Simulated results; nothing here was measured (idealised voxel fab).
Title: Process Module voxel released beams
The figure presents cross-section cut, which has a width of 255 nm and is divided into square cells with an edge length of 5 nm.
Cross-section = grid of square cells, listed top down in bands; band = one or more rows. Heads up on the band format: heights come first, top then bottom, in nm. After that it's the materials left to right, each with its width in nm. A single material flagged "everywhere" fills the whole band edge to edge, and "blank" means there's empty space there. Convention: height 0 is the level below which the wafer, as received, is all one material. The lowest band does not terminate at the bottom but continues downward, represented as "0..down". Width spec "30->40" -> top row of cells at first value, bottom row at second value, equal per-row change in between. "stayed the same" after a step means that no cell of the cross-section changed. If an empty space has no open way to the top and is at least 8 cells in size, "Trapped cavities" lists it, written width x height at distance, where distance is measured from the left edge and every value is in nm. Text after the settings on a step's line: the simulator's own remark on that step. overlay nm: mask offset rightward from planned place, masked step; negative means leftward offset.
This section lists the process steps that were planned:
- 1: RECEIVE (material Si)
- 2: CONFORMAL_DEP (material Al2O3; thk nm 5)
- 3: DIRECTIONAL_DEP (material SiO2; thk nm 20)
- 4: PATTERN (tone open; mask id ANCHOR; material resist; width nm 35; thk nm 20; overlay nm 0)
- 5: DIRECTIONAL_ETCH (etch materials SiO2; depth nm 20)
- 6: STRIP (etch materials resist)
- 7: CONFORMAL_DEP (material SiN; thk nm 15)
- 8: MASKED_ETCH (tone cover; mask id BEAM; width nm 120; etch materials SiN; depth nm 15; overlay nm 0)
- 9: STRIP (etch materials SiO2)
As-received wafer cross-section (after step 1):
  0..down | Si everywhere
  Trapped cavities: none
first wafer at the end, as planned:
  40..25 | blank=65 | SiN=20 | blank=5 | SiN=95 | blank=70
  25..20 | blank=70 | SiN=15 | blank=5 | SiN=15 | blank=150
  20..5 | blank=70 | SiN=35 | blank=150
  5..0 | Al2O3 everywhere
  0..down | Si everywhere
  Trapped cavities: none
Cross-sectional image of the second wafer of the two following completion of the module. Starting state and process plan were the same as for the first wafer; one execution error occurred:
  25..5 | blank=70 | SiN=15 | blank=5 | SiN=15 | blank=150
  5..0 | Al2O3 everywhere
  0..down | Si everywhere
  Trapped cavities: none
Here's what went sideways: in deviation from the planned setting, step 8 was conducted as MASKED_ETCH (tone open; mask id BEAM; width nm 120; etch materials SiN; depth nm 15; overlay nm 0)
Upon completion, the second wafer contains, in terms of cells, a greater or smaller amount of certain materials than the first wafer: SiN: 72 fewer
